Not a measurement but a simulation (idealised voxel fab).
The process module presented herein is designated voxel capacitor over wiring.
Shown is cross-section cut, with a width of 275 nm and square cells of size 5 nm.
Reading order for cross-sections: top band down to bottom band. Underlying form: a grid of square cells. Band size: one or more rows of cells. For a band, the entry starts with two heights in nm, that of the top and then that of the bottom, and carries on with the band's materials in order from left to right, each alongside its width in nm; the word "full width" beside a single material means it fills the band edge to edge, and "empty" means empty space. Convention: height 0 is the level below which the wafer, as received, is all one material. The lowest band does not terminate at the bottom but continues downward, represented as "0 down". A two-number width, for instance "30 to 40", indicates that the width is equal to the first number in the top row of the band and to the second number in the bottom row, and that it changes by a constant amount per row of cells. It should be understood that the words "no modification", when stated for a given step, signify that the cross-section underwent no change in any of its cells during that step. "Sealed voids" enumerates empty spaces isolated from the top, with no open way to it, that contain at least 8 cells, giving each as width x height at distance from the left edge, all three in nm. It should be noted that, on the line of a given step, the content following the step's settings is a remark produced by the simulator itself with respect to that step. A step line may carry the setting "overlay nm", which, for steps involving a mask, states the distance by which the mask lay to the right of its intended position; negative values denote displacement to the left.
List of planned process steps
1,RECEIVE with material Si
2,CONFORMAL_DEP with material SiO2, thk nm 10
3,DIRECTIONAL_DEP with material TiN, thk nm 5
4,DIRECTIONAL_DEP with material W, thk nm 15
5,DIRECTIONAL_DEP with material aC, thk nm 15
6,PATTERN with tone cover, mask id METAL_1, material resist, width nm 25, pitch nm 80, thk nm 35, overlay nm 0
7,DIRECTIONAL_ETCH with etch materials aC, depth nm 15
8,STRIP with etch materials resist
9,DIRECTIONAL_ETCH with etch materials W, depth nm 15
10,DIRECTIONAL_ETCH with etch materials TiN, depth nm 5
11,STRIP with etch materials aC
12,CONFORMAL_DEP with material SiCN, thk nm 5
13,FILL_DEP with material SiO2, thk nm 10
14,CMP with height nm 30
15,CONFORMAL_DEP with material SiCN, thk nm 5
16,DIRECTIONAL_DEP with material SiO2, thk nm 10
17,MASKED_ETCH with tone open, mask id PLUG_1, width nm 15, etch materials SiO2, depth nm 10, overlay nm 0
18,MASKED_ETCH with tone open, mask id PLUG_1, width nm 15, etch materials SiCN, depth nm 5, overlay nm 0
19,EPI with material Ru, thk nm 10
20,EPI with material Ru, thk nm 5
21,DIRECTIONAL_DEP with material TiN, thk nm 10
22,DIRECTIONAL_DEP with material HfO2, thk nm 5
23,DIRECTIONAL_DEP with material TiN, thk nm 5
24,DIRECTIONAL_DEP with material aC, thk nm 15
25,PATTERN with tone cover, mask id UPPER_PLATE, material resist, width nm 60, thk nm 30, overlay nm 0
26,DIRECTIONAL_ETCH with etch materials aC, depth nm 15
27,STRIP with etch materials resist
28,DIRECTIONAL_ETCH with etch materials TiN, depth nm 5
29,DIRECTIONAL_ETCH with etch materials HfO2, depth nm 5
30,STRIP with etch materials aC
31,MASKED_ETCH with tone cover, mask id LOWER_PLATE, width nm 70, etch materials TiN, depth nm 10, overlay nm 0
32,FILL_DEP with material SiO2, thk nm 20
33,CMP with height nm 80
34,DIRECTIONAL_DEP with material aC, thk nm 10
35,PATTERN with tone open, mask id PLUG_2, material resist, width nm 15, thk nm 30, overlay nm 0
36,DIRECTIONAL_ETCH with etch materials aC, depth nm 10
37,STRIP with etch materials resist
38,DIRECTIONAL_ETCH with etch materials SiO2, depth nm 15
39,STRIP with etch materials aC
40,CONFORMAL_DEP with material TiN, thk nm 5
41,FILL_DEP with material W, thk nm 5
42,CMP with height nm 80
43,CONFORMAL_DEP with material SiCN, thk nm 5
Cross-section, incoming material, after step 1
  0 down = Si full width
  Sealed voids: none
First wafer at the end, as planned
  85 to 80 = SiCN full width
  80 to 70 = 105 SiO2  5 TiN  5 W  5 TiN  155 SiO2
  70 to 60 = 105 to 95 SiO2  15 to 60 TiN  155 to 120 SiO2
  60 to 55 = 95 SiO2  60 HfO2  120 SiO2
  55 to 45 = 90 SiO2  70 TiN  115 SiO2
  45 to 35 = 95 SiO2  15 Ru  165 SiO2
  35 to 30 = 95 SiCN  15 Ru  165 SiCN
  30 to 15 = 80 SiO2  5 SiCN  25 W  5 SiCN  45 SiO2  5 SiCN  25 W  5 SiCN  80 SiO2
  15 to 10 = 85 SiCN  25 TiN  55 SiCN  25 TiN  85 SiCN
  10 to 0 = SiO2 full width
  0 down = Si full width
  Sealed voids: none
Wafer two cross-section, module end. Start and plan unchanged from wafer one; one mistake made during the run
  90 to 85 = SiCN full width
  85 to 80 = 110 TiN  5 W  160 TiN
  80 to 70 = 105 SiO2  5 TiN  5 W  5 TiN  155 SiO2
  70 to 60 = 105 to 95 SiO2  15 to 60 TiN  155 to 120 SiO2
  60 to 55 = 95 SiO2  60 HfO2  120 SiO2
  55 to 45 = 90 SiO2  70 TiN  115 SiO2
  45 to 35 = 95 SiO2  15 Ru  165 SiO2
  35 to 30 = 95 SiCN  15 Ru  165 SiCN
  30 to 15 = 80 SiO2  5 SiCN  25 W  5 SiCN  45 SiO2  5 SiCN  25 W  5 SiCN  80 SiO2
  15 to 10 = 85 SiCN  25 TiN  55 SiCN  25 TiN  85 SiCN
  10 to 0 = SiO2 full width
  0 down = Si full width
  Sealed voids: none
Want to know what went wrong? step 42 off recipe, ran as CMP with height nm 85
Count the cells at the end and the second wafer has more or fewer of some materials than the first: 54 more of TiN | 1 more of W
